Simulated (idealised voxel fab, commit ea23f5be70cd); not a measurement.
process module | voxel tone inversion
cross-section cut | 290 nm wide | cells 5 nm
A cross-section is a grid of square cells, given in bands from the top down. A band is one or more rows of cells.
Each band's line starts with the height of the band's top and of its bottom, in nm. Then come its materials from left to right, each with its width in nm. One material with "throughout" fills the band from edge to edge. "air" is empty space.
Height 0 is the level under which the wafer as received is all one material. The lowest band goes on downwards, as in "0 down".
A width such as "30 to 40" changes by the same amount from each row of cells to the next, from the band's top row to its bottom row.
"no change" after a step means that no cell of the cross-section changed.
closed voids: empty space of 8 cells or more with no open way to the top, each as width x height at its distance from the left edge, in nm
after a step's settings: what the simulator itself notes on the step
overlay nm, on a step with a mask: how far to the right of its planned place the mask lay; to the left if negative
plan
1 op RECEIVE | material Si
2 op CONFORMAL_DEP | material SiCN | thk nm 5
3 op DIRECTIONAL_DEP | material aC | thk nm 15
4 op PATTERN | tone cover | mask id POSTS | material resist | width nm 15 | pitch nm 45 | thk nm 20 | overlay nm 0
5 op DIRECTIONAL_ETCH | etch materials aC | depth nm 15
6 op STRIP | etch materials resist
7 op FILL_DEP | material SiO2 | thk nm 10
8 op CMP | height nm 20
9 op STRIP | etch materials aC
first wafer, as planned
as received, after step 1
  0 down: Si throughout
  closed voids: none
after step 2
  5 to 0: SiCN throughout
  below 0: unchanged
after step 3
  20 to 5: aC throughout
  below 5: unchanged
after step 4
  40 to 20: air 115 | resist 15 | air 30 | resist 15 | air 115
  below 20: unchanged
after step 5
  25 to 20: air 115 | resist 15 | air 30 | resist 15 | air 115
  20 to 5: air 115 | aC 15 | air 30 | aC 15 | air 115
  below 5: unchanged
after step 6
  20 to 5: air 115 | aC 15 | air 30 | aC 15 | air 115
  below 5: unchanged
after step 7
  30 to 20: SiO2 throughout
  20 to 5: SiO2 115 | aC 15 | SiO2 30 | aC 15 | SiO2 115
  below 5: unchanged
after step 8
  20 to 5: SiO2 115 | aC 15 | SiO2 30 | aC 15 | SiO2 115
  below 5: unchanged
after step 9
  20 to 5: SiO2 115 | air 15 | SiO2 30 | air 15 | SiO2 115
  below 5: unchanged
second wafer: like start, like plan, one mistake. Through step 3 it matches the first wafer
when step 4 should have ended
  40 to 20: resist 115 | air 15 | resist 30 | air 15 | resist 115
  below 20: unchanged
when step 5 should have ended
  25 to 20: resist 115 | air 15 | resist 30 | air 15 | resist 115
  20 to 5: aC 115 | air 15 | aC 30 | air 15 | aC 115
  below 5: unchanged
when step 6 should have ended
  20 to 5: aC 115 | air 15 | aC 30 | air 15 | aC 115
  below 5: unchanged
when step 7 should have ended
  30 to 20: SiO2 throughout
  20 to 5: aC 115 | SiO2 15 | aC 30 | SiO2 15 | aC 115
  below 5: unchanged
when step 8 should have ended
  20 to 5: aC 115 | SiO2 15 | aC 30 | SiO2 15 | aC 115
  below 5: unchanged
when step 9 should have ended
  20 to 5: air 115 | SiO2 15 | air 30 | SiO2 15 | air 115
  below 5: unchanged
what went wrong: step 4 ran as: op PATTERN | tone open | mask id POSTS | material resist | width nm 15 | pitch nm 45 | thk nm 20 | overlay nm 0
at the end the second wafer has, in cells: 138 fewer of SiO2
